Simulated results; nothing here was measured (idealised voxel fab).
process module | voxel released beams
cross-section cut | 255 nm wide | cells 5 nm
A cross-section is a grid of square cells, given in bands from the top down. A band is one or more rows of cells.
Each band's line starts with the height of the band's top and of its bottom, in nm. Then come its materials from left to right, each with its width in nm. One material with "throughout" fills the band from edge to edge. "air" is empty space.
Height 0 is the level under which the wafer as received is all one material. The lowest band goes on downwards, as in "0 down".
A width such as "30 to 40" changes by the same amount from each row of cells to the next, from the band's top row to its bottom row.
"no change" after a step means that no cell of the cross-section changed.
closed voids: empty space of 8 cells or more with no open way to the top, each as width x height at its distance from the left edge, in nm
after a step's settings: what the simulator itself notes on the step
overlay nm, on a step with a mask: how far to the right of its planned place the mask lay; to the left if negative
plan
1 op RECEIVE | material Si
2 op CONFORMAL_DEP | material SiN | thk nm 5
3 op DIRECTIONAL_DEP | material SiO2 | thk nm 20
4 op MASKED_ETCH | tone open | mask id ANCHOR | width nm 40 | etch materials SiO2 | depth nm 20 | overlay nm 0
5 op CONFORMAL_DEP | material TiN | thk nm 15
6 op DIRECTIONAL_DEP | material aC | thk nm 10
7 op PATTERN | tone cover | mask id BEAM | material resist | width nm 85 | thk nm 25 | overlay nm 0
8 op DIRECTIONAL_ETCH | etch materials aC | depth nm 10
9 op STRIP | etch materials resist
10 op DIRECTIONAL_ETCH | etch materials TiN | depth nm 15
11 op STRIP | etch materials aC
12 op STRIP | etch materials SiO2
as received, after step 1
  0 down: Si throughout
  closed voids: none
first wafer at the end, as planned
  40 to 25: air 80 | TiN 20 | air 10 | TiN 55 | air 90
  25 to 20: air 85 | TiN 15 | air 10 | TiN 15 | air 130
  20 to 5: air 85 | TiN 40 | air 130
  5 to 0: SiN throughout
  0 down: Si throughout
  closed voids: none
second wafer at the end: like start, like plan, one mistake
  35 to 25: air 80 | TiN 15 | air 20 | TiN 50 | air 90
  25 to 15: air 85 | TiN 10 | air 20 | TiN 10 | air 130
  15 to 5: air 85 | TiN 40 | air 130
  5 to 0: SiN throughout
  0 down: Si throughout
  closed voids: none
what went wrong: step 5 ran as: op CONFORMAL_DEP | material TiN | thk nm 10
at the end the second wafer has, in cells: 25 fewer of TiN
